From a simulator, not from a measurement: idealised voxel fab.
The process module that follows is named voxel wiring stack.
Square cell edge 5 nm, section width 300 nm, ID cut.
Just so we're on the same page, the cross-sections are grids of square cells, and they're listed out in bands top to bottom, each band one or more rows deep.
Heights first: top, then bottom, in nm. Then materials, left to right, each with a width in nm. "full width" on a single material: fills the band edge to edge. "empty": empty space.
Height is counted from the level 0, under which the received wafer is composed throughout of one material. The lowest of the bands is not closed at the bottom but continues downward, in the notation "0 -> down".
Top row gets the first number, bottom row gets the second, and each row in between changes by the same step: that is how a band width like "30..40" works.
Reading "identical to before" for a step: not a cell of the cross-section changed in it.
"Closed cavities" means: voids of 8 cells or more that are shut off from the top with no open way through. Written width x height at distance, distance from the left edge, in nm.
Note: text after step settings on the step line = simulator remark on that step.
Among the settings permitted on a step's line is "overlay nm"; applied to a step with a mask, it specifies the extent to which the mask lay to the right of its planned position, whereas a negative figure signifies a position to the left.
### The planned process steps are enumerated hereunder
1) RECEIVE (material Si)
2) CONFORMAL_DEP (material SiO2; thk nm 15)
3) CONFORMAL_DEP (material SiN; thk nm 5)
4) DIRECTIONAL_DEP (material SiO2; thk nm 15)
5) DIRECTIONAL_DEP (material aC; thk nm 10)
6) PATTERN (tone open; mask id METAL_1; material resist; width nm 30; pitch nm 55; thk nm 25; overlay nm 0)
7) DIRECTIONAL_ETCH (etch materials aC; depth nm 10)
8) STRIP (etch materials resist)
9) DIRECTIONAL_ETCH (etch materials SiO2; depth nm 15)
10) DIRECTIONAL_ETCH (etch materials SiN; depth nm 5)
11) STRIP (etch materials aC)
12) CONFORMAL_DEP (material TiN; thk nm 5)
13) FILL_DEP (material Ru; thk nm 10)
14) CMP (height nm 35)
15) CONFORMAL_DEP (material SiCN; thk nm 5)
16) DIRECTIONAL_DEP (material lowk; thk nm 30)
17) PATTERN (tone open; mask id METAL_2; material resist; width nm 30; pitch nm 55; thk nm 20; overlay nm 0)
18) DIRECTIONAL_ETCH (etch materials lowk; depth nm 20)
19) STRIP (etch materials resist)
20) MASKED_ETCH (tone open; mask id METAL_2_HOLES; width nm 15; pitch nm 55; etch materials lowk; depth nm 10; overlay nm 0)
21) MASKED_ETCH (tone open; mask id METAL_2_HOLES; width nm 15; pitch nm 55; etch materials SiCN; depth nm 5; overlay nm 0)
22) CONFORMAL_DEP (material TiN; thk nm 5)
23) FILL_DEP (material Cu; thk nm 10)
24) CMP (height nm 70)
25) CONFORMAL_DEP (material SiCN; thk nm 5)
26) DIRECTIONAL_DEP (material SiO2; thk nm 30)
27) MASKED_ETCH (tone open; mask id METAL_3_HOLES; width nm 15; pitch nm 55; etch materials SiO2; depth nm 30; overlay nm 0)
28) MASKED_ETCH (tone open; mask id METAL_3; width nm 30; pitch nm 55; etch materials SiO2; depth nm 20; overlay nm 0)
29) MASKED_ETCH (tone open; mask id METAL_3; width nm 30; pitch nm 55; etch materials SiCN; depth nm 5; overlay nm 0)
30) CONFORMAL_DEP (material TiN; thk nm 5)
31) FILL_DEP (material Cu; thk nm 5)
32) CMP (height nm 105)
33) CONFORMAL_DEP (material SiCN; thk nm 5)
34) DIRECTIONAL_DEP (material lowk; thk nm 30)
35) MASKED_ETCH (tone open; mask id METAL_4_HOLES; width nm 15; pitch nm 55; etch materials lowk; depth nm 30; overlay nm 0)
36) DIRECTIONAL_DEP (material aC; thk nm 10)
37) PATTERN (tone open; mask id METAL_4; material resist; width nm 30; pitch nm 55; thk nm 30; overlay nm 0)
38) DIRECTIONAL_ETCH (etch materials aC; depth nm 10)
39) STRIP (etch materials resist)
40) DIRECTIONAL_ETCH (etch materials lowk; depth nm 20)
41) DIRECTIONAL_ETCH (etch materials SiCN; depth nm 5)
42) STRIP (etch materials aC)
43) CONFORMAL_DEP (material TiN; thk nm 5)
44) FILL_DEP (material Cu; thk nm 5)
45) CMP (height nm 140)
46) CONFORMAL_DEP (material SiN; thk nm 5)
### Of two wafers, the first: run according to plan
### This is the cross-section of the wafer as we received it, i.e. after step 1
  0 -> down = Si full width
  Closed cavities: none
### Cross-section of the wafer subsequent to step 2
  15 -> 0 = SiO2 full width
  Nothing below the height 0 has changed.
### Cross-section of the wafer subsequent to step 3
  20 -> 15 = SiN full width
  Nothing below the height 15 has changed.
### Cross-section of the wafer subsequent to step 4
  35 -> 20 = SiO2 full width
  Nothing below the height 20 has changed.
### Cross-section of the wafer subsequent to step 5
  45 -> 35 = aC full width
  Nothing below the height 35 has changed.
### Cross-section of the wafer subsequent to step 6
  70 -> 45 = 80 of resist  30 of empty  25 of resist  30 of empty  25 of resist  30 of empty  80 of resist
  Nothing below the height 45 has changed.
### Cross-section of the wafer subsequent to step 7
  60 -> 45 = 80 of resist  30 of empty  25 of resist  30 of empty  25 of resist  30 of empty  80 of resist
  45 -> 35 = 80 of aC  30 of empty  25 of aC  30 of empty  25 of aC  30 of empty  80 of aC
  Nothing below the height 35 has changed.
### Cross-section of the wafer subsequent to step 8
  45 -> 35 = 80 of aC  30 of empty  25 of aC  30 of empty  25 of aC  30 of empty  80 of aC
  Nothing below the height 35 has changed.
### Cross-section of the wafer subsequent to step 9
  45 -> 35 = 80 of aC  30 of empty  25 of aC  30 of empty  25 of aC  30 of empty  80 of aC
  35 -> 20 = 80 of SiO2  30 of empty  25 of SiO2  30 of empty  25 of SiO2  30 of empty  80 of SiO2
  Nothing below the height 20 has changed.
### Cross-section of the wafer subsequent to step 10
  45 -> 35 = 80 of aC  30 of empty  25 of aC  30 of empty  25 of aC  30 of empty  80 of aC
  35 -> 20 = 80 of SiO2  30 of empty  25 of SiO2  30 of empty  25 of SiO2  30 of empty  80 of SiO2
  20 -> 15 = 80 of SiN  30 of empty  25 of SiN  30 of empty  25 of SiN  30 of empty  80 of SiN
  Nothing below the height 15 has changed.
### Cross-section of the wafer subsequent to step 11
  35 -> 20 = 80 of SiO2  30 of empty  25 of SiO2  30 of empty  25 of SiO2  30 of empty  80 of SiO2
  Nothing below the height 20 has changed.
### Cross-section of the wafer subsequent to step 12
  40 -> 35 = 85 of TiN  20 of empty  35 of TiN  20 of empty  35 of TiN  20 of empty  85 of TiN
  35 -> 20 = 80 of SiO2  5 of TiN  20 of empty  5 of TiN  25 of SiO2  5 of TiN  20 of empty  5 of TiN  25 of SiO2  5 of TiN  20 of empty  5 of TiN  80 of SiO2
  20 -> 15 = 80 of SiN  30 of TiN  25 of SiN  30 of TiN  25 of SiN  30 of TiN  80 of SiN
  Nothing below the height 15 has changed.
### Cross-section of the wafer subsequent to step 13
  50 -> 40 = Ru full width
  40 -> 35 = 85 of TiN  20 of Ru  35 of TiN  20 of Ru  35 of TiN  20 of Ru  85 of TiN
  35 -> 20 = 80 of SiO2  5 of TiN  20 of Ru  5 of TiN  25 of SiO2  5 of TiN  20 of Ru  5 of TiN  25 of SiO2  5 of TiN  20 of Ru  5 of TiN  80 of SiO2
  Nothing below the height 20 has changed.
### Cross-section of the wafer subsequent to step 14
  35 -> 20 = 80 of SiO2  5 of TiN  20 of Ru  5 of TiN  25 of SiO2  5 of TiN  20 of Ru  5 of TiN  25 of SiO2  5 of TiN  20 of Ru  5 of TiN  80 of SiO2
  Nothing below the height 20 has changed.
### Cross-section of the wafer subsequent to step 15
  40 -> 35 = SiCN full width
  Nothing below the height 35 has changed.
### Cross-section of the wafer subsequent to step 16
  70 -> 40 = lowk full width
  Nothing below the height 40 has changed.
### Cross-section of the wafer subsequent to step 17
  90 -> 70 = 80 of resist  30 of empty  25 of resist  30 of empty  25 of resist  30 of empty  80 of resist
  Nothing below the height 70 has changed.
### Cross-section of the wafer subsequent to step 18
  90 -> 70 = 80 of resist  30 of empty  25 of resist  30 of empty  25 of resist  30 of empty  80 of resist
  70 -> 50 = 80 of lowk  30 of empty  25 of lowk  30 of empty  25 of lowk  30 of empty  80 of lowk
  Nothing below the height 50 has changed.
### Cross-section of the wafer subsequent to step 19
  70 -> 50 = 80 of lowk  30 of empty  25 of lowk  30 of empty  25 of lowk  30 of empty  80 of lowk
  Nothing below the height 50 has changed.
### Cross-section of the wafer subsequent to step 20
  70 -> 50 = 80 of lowk  30 of empty  25 of lowk  30 of empty  25 of lowk  30 of empty  80 of lowk
  50 -> 40 = 80 of lowk  15 of empty  40 of lowk  15 of empty  40 of lowk  15 of empty  95 of lowk
  Nothing below the height 40 has changed.
### Cross-section of the wafer subsequent to step 21
  70 -> 50 = 80 of lowk  30 of empty  25 of lowk  30 of empty  25 of lowk  30 of empty  80 of lowk
  50 -> 40 = 80 of lowk  15 of empty  40 of lowk  15 of empty  40 of lowk  15 of empty  95 of lowk
  40 -> 35 = 80 of SiCN  15 of empty  40 of SiCN  15 of empty  40 of SiCN  15 of empty  95 of SiCN
  Nothing below the height 35 has changed.
### Cross-section of the wafer subsequent to step 22
  75 -> 70 = 85 of TiN  20 of empty  35 of TiN  20 of empty  35 of TiN  20 of empty  85 of TiN
  70 -> 55 = 80 of lowk  5 of TiN  20 of empty  5 of TiN  25 of lowk  5 of TiN  20 of empty  5 of TiN  25 of lowk  5 of TiN  20 of empty  5 of TiN  80 of lowk
  55 -> 50 = 80 of lowk  5 of TiN  5 of empty  20 of TiN  25 of lowk  5 of TiN  5 of empty  20 of TiN  25 of lowk  5 of TiN  5 of empty  20 of TiN  80 of lowk
  50 -> 40 = 80 of lowk  5 of TiN  5 of empty  5 of TiN  40 of lowk  5 of TiN  5 of empty  5 of TiN  40 of lowk  5 of TiN  5 of empty  5 of TiN  95 of lowk
  40 -> 35 = 80 of SiCN  15 of TiN  40 of SiCN  15 of TiN  40 of SiCN  15 of TiN  95 of SiCN
  Nothing below the height 35 has changed.
### Cross-section of the wafer subsequent to step 23
  85 -> 75 = Cu full width
  75 -> 70 = 85 of TiN  20 of Cu  35 of TiN  20 of Cu  35 of TiN  20 of Cu  85 of TiN
  70 -> 55 = 80 of lowk  5 of TiN  20 of Cu  5 of TiN  25 of lowk  5 of TiN  20 of Cu  5 of TiN  25 of lowk  5 of TiN  20 of Cu  5 of TiN  80 of lowk
  55 -> 50 = 80 of lowk  5 of TiN  5 of Cu  20 of TiN  25 of lowk  5 of TiN  5 of Cu  20 of TiN  25 of lowk  5 of TiN  5 of Cu  20 of TiN  80 of lowk
  50 -> 40 = 80 of lowk  5 of TiN  5 of Cu  5 of TiN  40 of lowk  5 of TiN  5 of Cu  5 of TiN  40 of lowk  5 of TiN  5 of Cu  5 of TiN  95 of lowk
  Nothing below the height 40 has changed.
### Cross-section of the wafer subsequent to step 24
  70 -> 55 = 80 of lowk  5 of TiN  20 of Cu  5 of TiN  25 of lowk  5 of TiN  20 of Cu  5 of TiN  25 of lowk  5 of TiN  20 of Cu  5 of TiN  80 of lowk
  Nothing below the height 55 has changed.
### Cross-section of the wafer subsequent to step 25
  75 -> 70 = SiCN full width
  Nothing below the height 70 has changed.
### Cross-section of the wafer subsequent to step 26
  105 -> 75 = SiO2 full width
  Nothing below the height 75 has changed.
### Cross-section of the wafer subsequent to step 27
  105 -> 75 = 80 of SiO2  15 of empty  40 of SiO2  15 of empty  40 of SiO2  15 of empty  95 of SiO2
  Nothing below the height 75 has changed.
### Cross-section of the wafer subsequent to step 28
  105 -> 85 = 80 of SiO2  30 of empty  25 of SiO2  30 of empty  25 of SiO2  30 of empty  80 of SiO2
  Nothing below the height 85 has changed.
### Cross-section of the wafer subsequent to step 29
  105 -> 85 = 80 of SiO2  30 of empty  25 of SiO2  30 of empty  25 of SiO2  30 of empty  80 of SiO2
  85 -> 75 = 80 of SiO2  15 of empty  40 of SiO2  15 of empty  40 of SiO2  15 of empty  95 of SiO2
  75 -> 70 = 80 of SiCN  15 of empty  40 of SiCN  15 of empty  40 of SiCN  15 of empty  95 of SiCN
  Nothing below the height 70 has changed.
### Cross-section of the wafer subsequent to step 30
  110 -> 105 = 85 of TiN  20 of empty  35 of TiN  20 of empty  35 of TiN  20 of empty  85 of TiN
  105 -> 90 = 80 of SiO2  5 of TiN  20 of empty  5 of TiN  25 of SiO2  5 of TiN  20 of empty  5 of TiN  25 of SiO2  5 of TiN  20 of empty  5 of TiN  80 of SiO2
  90 -> 85 = 80 of SiO2  5 of TiN  5 of empty  20 of TiN  25 of SiO2  5 of TiN  5 of empty  20 of TiN  25 of SiO2  5 of TiN  5 of empty  20 of TiN  80 of SiO2
  85 -> 75 = 80 of SiO2  5 of TiN  5 of empty  5 of TiN  40 of SiO2  5 of TiN  5 of empty  5 of TiN  40 of SiO2  5 of TiN  5 of empty  5 of TiN  95 of SiO2
  75 -> 70 = 80 of SiCN  15 of TiN  40 of SiCN  15 of TiN  40 of SiCN  15 of TiN  95 of SiCN
  Nothing below the height 70 has changed.
### Cross-section of the wafer subsequent to step 31
  115 -> 110 = Cu full width
  110 -> 105 = 85 of TiN  20 of Cu  35 of TiN  20 of Cu  35 of TiN  20 of Cu  85 of TiN
  105 -> 90 = 80 of SiO2  5 of TiN  20 of Cu  5 of TiN  25 of SiO2  5 of TiN  20 of Cu  5 of TiN  25 of SiO2  5 of TiN  20 of Cu  5 of TiN  80 of SiO2
  90 -> 85 = 80 of SiO2  5 of TiN  5 of Cu  20 of TiN  25 of SiO2  5 of TiN  5 of Cu  20 of TiN  25 of SiO2  5 of TiN  5 of Cu  20 of TiN  80 of SiO2
  85 -> 75 = 80 of SiO2  5 of TiN  5 of Cu  5 of TiN  40 of SiO2  5 of TiN  5 of Cu  5 of TiN  40 of SiO2  5 of TiN  5 of Cu  5 of TiN  95 of SiO2
  Nothing below the height 75 has changed.
### Cross-section of the wafer subsequent to step 32
  105 -> 90 = 80 of SiO2  5 of TiN  20 of Cu  5 of TiN  25 of SiO2  5 of TiN  20 of Cu  5 of TiN  25 of SiO2  5 of TiN  20 of Cu  5 of TiN  80 of SiO2
  Nothing below the height 90 has changed.
### Cross-section of the wafer subsequent to step 33
  110 -> 105 = SiCN full width
  Nothing below the height 105 has changed.
### Cross-section of the wafer subsequent to step 34
  140 -> 110 = lowk full width
  Nothing below the height 110 has changed.
### Cross-section of the wafer subsequent to step 35
  140 -> 110 = 80 of lowk  15 of empty  40 of lowk  15 of empty  40 of lowk  15 of empty  95 of lowk
  Nothing below the height 110 has changed.
### Cross-section of the wafer subsequent to step 36
  150 -> 140 = 80 of aC  15 of empty  40 of aC  15 of empty  40 of aC  15 of empty  95 of aC
  140 -> 120 = 80 of lowk  15 of empty  40 of lowk  15 of empty  40 of lowk  15 of empty  95 of lowk
  120 -> 110 = 80 of lowk  15 of aC  40 of lowk  15 of aC  40 of lowk  15 of aC  95 of lowk
  Nothing below the height 110 has changed.
### Cross-section of the wafer subsequent to step 37
  180 -> 150 = 80 of resist  30 of empty  25 of resist  30 of empty  25 of resist  30 of empty  80 of resist
  Nothing below the height 150 has changed.
### Cross-section of the wafer subsequent to step 38
  170 -> 150 = 80 of resist  30 of empty  25 of resist  30 of empty  25 of resist  30 of empty  80 of resist
  150 -> 140 = 80 of aC  30 of empty  25 of aC  30 of empty  25 of aC  30 of empty  80 of aC
  140 -> 110 = 80 of lowk  15 of empty  40 of lowk  15 of empty  40 of lowk  15 of empty  95 of lowk
  Nothing below the height 110 has changed.
### Cross-section of the wafer subsequent to step 39
  150 -> 140 = 80 of aC  30 of empty  25 of aC  30 of empty  25 of aC  30 of empty  80 of aC
  Nothing below the height 140 has changed.
### Cross-section of the wafer subsequent to step 40
  150 -> 140 = 80 of aC  30 of empty  25 of aC  30 of empty  25 of aC  30 of empty  80 of aC
  140 -> 120 = 80 of lowk  30 of empty  25 of lowk  30 of empty  25 of lowk  30 of empty  80 of lowk
  Nothing below the height 120 has changed.
### Cross-section of the wafer subsequent to step 41
  150 -> 140 = 80 of aC  30 of empty  25 of aC  30 of empty  25 of aC  30 of empty  80 of aC
  140 -> 120 = 80 of lowk  30 of empty  25 of lowk  30 of empty  25 of lowk  30 of empty  80 of lowk
  120 -> 110 = 80 of lowk  15 of empty  40 of lowk  15 of empty  40 of lowk  15 of empty  95 of lowk
  110 -> 105 = 80 of SiCN  15 of empty  40 of SiCN  15 of empty  40 of SiCN  15 of empty  95 of SiCN
  Nothing below the height 105 has changed.
### Cross-section of the wafer subsequent to step 42
  140 -> 120 = 80 of lowk  30 of empty  25 of lowk  30 of empty  25 of lowk  30 of empty  80 of lowk
  Nothing below the height 120 has changed.
### Cross-section of the wafer subsequent to step 43
  145 -> 140 = 85 of TiN  20 of empty  35 of TiN  20 of empty  35 of TiN  20 of empty  85 of TiN
  140 -> 125 = 80 of lowk  5 of TiN  20 of empty  5 of TiN  25 of lowk  5 of TiN  20 of empty  5 of TiN  25 of lowk  5 of TiN  20 of empty  5 of TiN  80 of lowk
  125 -> 120 = 80 of lowk  5 of TiN  5 of empty  20 of TiN  25 of lowk  5 of TiN  5 of empty  20 of TiN  25 of lowk  5 of TiN  5 of empty  20 of TiN  80 of lowk
  120 -> 110 = 80 of lowk  5 of TiN  5 of empty  5 of TiN  40 of lowk  5 of TiN  5 of empty  5 of TiN  40 of lowk  5 of TiN  5 of empty  5 of TiN  95 of lowk
  110 -> 105 = 80 of SiCN  15 of TiN  40 of SiCN  15 of TiN  40 of SiCN  15 of TiN  95 of SiCN
  Nothing below the height 105 has changed.
### Cross-section of the wafer subsequent to step 44
  150 -> 145 = Cu full width
  145 -> 140 = 85 of TiN  20 of Cu  35 of TiN  20 of Cu  35 of TiN  20 of Cu  85 of TiN
  140 -> 125 = 80 of lowk  5 of TiN  20 of Cu  5 of TiN  25 of lowk  5 of TiN  20 of Cu  5 of TiN  25 of lowk  5 of TiN  20 of Cu  5 of TiN  80 of lowk
  125 -> 120 = 80 of lowk  5 of TiN  5 of Cu  20 of TiN  25 of lowk  5 of TiN  5 of Cu  20 of TiN  25 of lowk  5 of TiN  5 of Cu  20 of TiN  80 of lowk
  120 -> 110 = 80 of lowk  5 of TiN  5 of Cu  5 of TiN  40 of lowk  5 of TiN  5 of Cu  5 of TiN  40 of lowk  5 of TiN  5 of Cu  5 of TiN  95 of lowk
  Nothing below the height 110 has changed.
### Cross-section of the wafer subsequent to step 45
  140 -> 125 = 80 of lowk  5 of TiN  20 of Cu  5 of TiN  25 of lowk  5 of TiN  20 of Cu  5 of TiN  25 of lowk  5 of TiN  20 of Cu  5 of TiN  80 of lowk
  Nothing below the height 125 has changed.
### Cross-section of the wafer subsequent to step 46
  145 -> 140 = SiN full width
  Nothing below the height 140 has changed.
### Wafer two: like wafer one in start and plan, but with one mistake in execution; identical up to and including step 16
### Planned end of step 17: second wafer, cross-section
  90 -> 70 = 80 of resist  35 of empty  20 of resist  35 of empty  20 of resist  35 of empty  75 of resist
  Nothing below the height 70 has changed.
### Planned end of step 18: second wafer, cross-section
  90 -> 70 = 80 of resist  35 of empty  20 of resist  35 of empty  20 of resist  35 of empty  75 of resist
  70 -> 50 = 80 of lowk  35 of empty  20 of lowk  35 of empty  20 of lowk  35 of empty  75 of lowk
  Nothing below the height 50 has changed.
### Planned end of step 19: second wafer, cross-section
  70 -> 50 = 80 of lowk  35 of empty  20 of lowk  35 of empty  20 of lowk  35 of empty  75 of lowk
  Nothing below the height 50 has changed.
### Planned end of step 20: second wafer, cross-section
  70 -> 50 = 80 of lowk  35 of empty  20 of lowk  35 of empty  20 of lowk  35 of empty  75 of lowk
  50 -> 40 = 80 of lowk  15 of empty  40 of lowk  15 of empty  40 of lowk  15 of empty  95 of lowk
  Nothing below the height 40 has changed.
### Planned end of step 21: second wafer, cross-section
  70 -> 50 = 80 of lowk  35 of empty  20 of lowk  35 of empty  20 of lowk  35 of empty  75 of lowk
  50 -> 40 = 80 of lowk  15 of empty  40 of lowk  15 of empty  40 of lowk  15 of empty  95 of lowk
  40 -> 35 = 80 of SiCN  15 of empty  40 of SiCN  15 of empty  40 of SiCN  15 of empty  95 of SiCN
  Nothing below the height 35 has changed.
### Planned end of step 22: second wafer, cross-section
  75 -> 70 = 85 of TiN  25 of empty  30 of TiN  25 of empty  30 of TiN  25 of empty  80 of TiN
  70 -> 55 = 80 of lowk  5 of TiN  25 of empty  5 of TiN  20 of lowk  5 of TiN  25 of empty  5 of TiN  20 of lowk  5 of TiN  25 of empty  5 of TiN  75 of lowk
  55 -> 50 = 80 of lowk  5 of TiN  5 of empty  25 of TiN  20 of lowk  5 of TiN  5 of empty  25 of TiN  20 of lowk  5 of TiN  5 of empty  25 of TiN  75 of lowk
  50 -> 40 = 80 of lowk  5 of TiN  5 of empty  5 of TiN  40 of lowk  5 of TiN  5 of empty  5 of TiN  40 of lowk  5 of TiN  5 of empty  5 of TiN  95 of lowk
  40 -> 35 = 80 of SiCN  15 of TiN  40 of SiCN  15 of TiN  40 of SiCN  15 of TiN  95 of SiCN
  Nothing below the height 35 has changed.
### Planned end of step 23: second wafer, cross-section
  85 -> 75 = Cu full width
  75 -> 70 = 85 of TiN  25 of Cu  30 of TiN  25 of Cu  30 of TiN  25 of Cu  80 of TiN
  70 -> 55 = 80 of lowk  5 of TiN  25 of Cu  5 of TiN  20 of lowk  5 of TiN  25 of Cu  5 of TiN  20 of lowk  5 of TiN  25 of Cu  5 of TiN  75 of lowk
  55 -> 50 = 80 of lowk  5 of TiN  5 of Cu  25 of TiN  20 of lowk  5 of TiN  5 of Cu  25 of TiN  20 of lowk  5 of TiN  5 of Cu  25 of TiN  75 of lowk
  50 -> 40 = 80 of lowk  5 of TiN  5 of Cu  5 of TiN  40 of lowk  5 of TiN  5 of Cu  5 of TiN  40 of lowk  5 of TiN  5 of Cu  5 of TiN  95 of lowk
  Nothing below the height 40 has changed.
### Planned end of step 24: second wafer, cross-section
  70 -> 55 = 80 of lowk  5 of TiN  25 of Cu  5 of TiN  20 of lowk  5 of TiN  25 of Cu  5 of TiN  20 of lowk  5 of TiN  25 of Cu  5 of TiN  75 of lowk
  Nothing below the height 55 has changed.
### Planned end of step 25: second wafer, cross-section
  75 -> 70 = SiCN full width
  Nothing below the height 70 has changed.
### Planned end of step 26: second wafer, cross-section
  105 -> 75 = SiO2 full width
  Nothing below the height 75 has changed.
### Planned end of step 27: second wafer, cross-section
  105 -> 75 = 80 of SiO2  15 of empty  40 of SiO2  15 of empty  40 of SiO2  15 of empty  95 of SiO2
  Nothing below the height 75 has changed.
### Planned end of step 28: second wafer, cross-section
  105 -> 85 = 80 of SiO2  30 of empty  25 of SiO2  30 of empty  25 of SiO2  30 of empty  80 of SiO2
  Nothing below the height 85 has changed.
### Planned end of step 29: second wafer, cross-section
  105 -> 85 = 80 of SiO2  30 of empty  25 of SiO2  30 of empty  25 of SiO2  30 of empty  80 of SiO2
  85 -> 75 = 80 of SiO2  15 of empty  40 of SiO2  15 of empty  40 of SiO2  15 of empty  95 of SiO2
  75 -> 70 = 80 of SiCN  15 of empty  40 of SiCN  15 of empty  40 of SiCN  15 of empty  95 of SiCN
  Nothing below the height 70 has changed.
### Planned end of step 30: second wafer, cross-section
  110 -> 105 = 85 of TiN  20 of empty  35 of TiN  20 of empty  35 of TiN  20 of empty  85 of TiN
  105 -> 90 = 80 of SiO2  5 of TiN  20 of empty  5 of TiN  25 of SiO2  5 of TiN  20 of empty  5 of TiN  25 of SiO2  5 of TiN  20 of empty  5 of TiN  80 of SiO2
  90 -> 85 = 80 of SiO2  5 of TiN  5 of empty  20 of TiN  25 of SiO2  5 of TiN  5 of empty  20 of TiN  25 of SiO2  5 of TiN  5 of empty  20 of TiN  80 of SiO2
  85 -> 75 = 80 of SiO2  5 of TiN  5 of empty  5 of TiN  40 of SiO2  5 of TiN  5 of empty  5 of TiN  40 of SiO2  5 of TiN  5 of empty  5 of TiN  95 of SiO2
  75 -> 70 = 80 of SiCN  15 of TiN  40 of SiCN  15 of TiN  40 of SiCN  15 of TiN  95 of SiCN
  Nothing below the height 70 has changed.
### Planned end of step 31: second wafer, cross-section
  115 -> 110 = Cu full width
  110 -> 105 = 85 of TiN  20 of Cu  35 of TiN  20 of Cu  35 of TiN  20 of Cu  85 of TiN
  105 -> 90 = 80 of SiO2  5 of TiN  20 of Cu  5 of TiN  25 of SiO2  5 of TiN  20 of Cu  5 of TiN  25 of SiO2  5 of TiN  20 of Cu  5 of TiN  80 of SiO2
  90 -> 85 = 80 of SiO2  5 of TiN  5 of Cu  20 of TiN  25 of SiO2  5 of TiN  5 of Cu  20 of TiN  25 of SiO2  5 of TiN  5 of Cu  20 of TiN  80 of SiO2
  85 -> 75 = 80 of SiO2  5 of TiN  5 of Cu  5 of TiN  40 of SiO2  5 of TiN  5 of Cu  5 of TiN  40 of SiO2  5 of TiN  5 of Cu  5 of TiN  95 of SiO2
  Nothing below the height 75 has changed.
### Planned end of step 32: second wafer, cross-section
  105 -> 90 = 80 of SiO2  5 of TiN  20 of Cu  5 of TiN  25 of SiO2  5 of TiN  20 of Cu  5 of TiN  25 of SiO2  5 of TiN  20 of Cu  5 of TiN  80 of SiO2
  Nothing below the height 90 has changed.
### Planned end of step 33: second wafer, cross-section
  110 -> 105 = SiCN full width
  Nothing below the height 105 has changed.
### Planned end of step 34: second wafer, cross-section
  140 -> 110 = lowk full width
  Nothing below the height 110 has changed.
### Planned end of step 35: second wafer, cross-section
  140 -> 110 = 80 of lowk  15 of empty  40 of lowk  15 of empty  40 of lowk  15 of empty  95 of lowk
  Nothing below the height 110 has changed.
### Planned end of step 36: second wafer, cross-section
  150 -> 140 = 80 of aC  15 of empty  40 of aC  15 of empty  40 of aC  15 of empty  95 of aC
  140 -> 120 = 80 of lowk  15 of empty  40 of lowk  15 of empty  40 of lowk  15 of empty  95 of lowk
  120 -> 110 = 80 of lowk  15 of aC  40 of lowk  15 of aC  40 of lowk  15 of aC  95 of lowk
  Nothing below the height 110 has changed.
### Planned end of step 37: second wafer, cross-section
  180 -> 150 = 80 of resist  30 of empty  25 of resist  30 of empty  25 of resist  30 of empty  80 of resist
  Nothing below the height 150 has changed.
### Planned end of step 38: second wafer, cross-section
  170 -> 150 = 80 of resist  30 of empty  25 of resist  30 of empty  25 of resist  30 of empty  80 of resist
  150 -> 140 = 80 of aC  30 of empty  25 of aC  30 of empty  25 of aC  30 of empty  80 of aC
  140 -> 110 = 80 of lowk  15 of empty  40 of lowk  15 of empty  40 of lowk  15 of empty  95 of lowk
  Nothing below the height 110 has changed.
### Planned end of step 39: second wafer, cross-section
  150 -> 140 = 80 of aC  30 of empty  25 of aC  30 of empty  25 of aC  30 of empty  80 of aC
  Nothing below the height 140 has changed.
### Planned end of step 40: second wafer, cross-section
  150 -> 140 = 80 of aC  30 of empty  25 of aC  30 of empty  25 of aC  30 of empty  80 of aC
  140 -> 120 = 80 of lowk  30 of empty  25 of lowk  30 of empty  25 of lowk  30 of empty  80 of lowk
  Nothing below the height 120 has changed.
### Planned end of step 41: second wafer, cross-section
  150 -> 140 = 80 of aC  30 of empty  25 of aC  30 of empty  25 of aC  30 of empty  80 of aC
  140 -> 120 = 80 of lowk  30 of empty  25 of lowk  30 of empty  25 of lowk  30 of empty  80 of lowk
  120 -> 110 = 80 of lowk  15 of empty  40 of lowk  15 of empty  40 of lowk  15 of empty  95 of lowk
  110 -> 105 = 80 of SiCN  15 of empty  40 of SiCN  15 of empty  40 of SiCN  15 of empty  95 of SiCN
  Nothing below the height 105 has changed.
### Planned end of step 42: second wafer, cross-section
  140 -> 120 = 80 of lowk  30 of empty  25 of lowk  30 of empty  25 of lowk  30 of empty  80 of lowk
  Nothing below the height 120 has changed.
### Planned end of step 43: second wafer, cross-section
  145 -> 140 = 85 of TiN  20 of empty  35 of TiN  20 of empty  35 of TiN  20 of empty  85 of TiN
  140 -> 125 = 80 of lowk  5 of TiN  20 of empty  5 of TiN  25 of lowk  5 of TiN  20 of empty  5 of TiN  25 of lowk  5 of TiN  20 of empty  5 of TiN  80 of lowk
  125 -> 120 = 80 of lowk  5 of TiN  5 of empty  20 of TiN  25 of lowk  5 of TiN  5 of empty  20 of TiN  25 of lowk  5 of TiN  5 of empty  20 of TiN  80 of lowk
  120 -> 110 = 80 of lowk  5 of TiN  5 of empty  5 of TiN  40 of lowk  5 of TiN  5 of empty  5 of TiN  40 of lowk  5 of TiN  5 of empty  5 of TiN  95 of lowk
  110 -> 105 = 80 of SiCN  15 of TiN  40 of SiCN  15 of TiN  40 of SiCN  15 of TiN  95 of SiCN
  Nothing below the height 105 has changed.
### Planned end of step 44: second wafer, cross-section
  150 -> 145 = Cu full width
  145 -> 140 = 85 of TiN  20 of Cu  35 of TiN  20 of Cu  35 of TiN  20 of Cu  85 of TiN
  140 -> 125 = 80 of lowk  5 of TiN  20 of Cu  5 of TiN  25 of lowk  5 of TiN  20 of Cu  5 of TiN  25 of lowk  5 of TiN  20 of Cu  5 of TiN  80 of lowk
  125 -> 120 = 80 of lowk  5 of TiN  5 of Cu  20 of TiN  25 of lowk  5 of TiN  5 of Cu  20 of TiN  25 of lowk  5 of TiN  5 of Cu  20 of TiN  80 of lowk
  120 -> 110 = 80 of lowk  5 of TiN  5 of Cu  5 of TiN  40 of lowk  5 of TiN  5 of Cu  5 of TiN  40 of lowk  5 of TiN  5 of Cu  5 of TiN  95 of lowk
  Nothing below the height 110 has changed.
### Planned end of step 45: second wafer, cross-section
  140 -> 125 = 80 of lowk  5 of TiN  20 of Cu  5 of TiN  25 of lowk  5 of TiN  20 of Cu  5 of TiN  25 of lowk  5 of TiN  20 of Cu  5 of TiN  80 of lowk
  Nothing below the height 125 has changed.
### Planned end of step 46: second wafer, cross-section
  145 -> 140 = SiN full width
  Nothing below the height 140 has changed.
Deviation noted in wafer processing: so step 17 ended up running with a different setting than we planned, it ran as PATTERN (tone open; mask id METAL_2; material resist; width nm 35; pitch nm 55; thk nm 20; overlay nm 0)
End of process, cell counts, second wafer against first, materials with more or fewer: 9 more of Cu | 3 more of TiN | 12 fewer of lowk
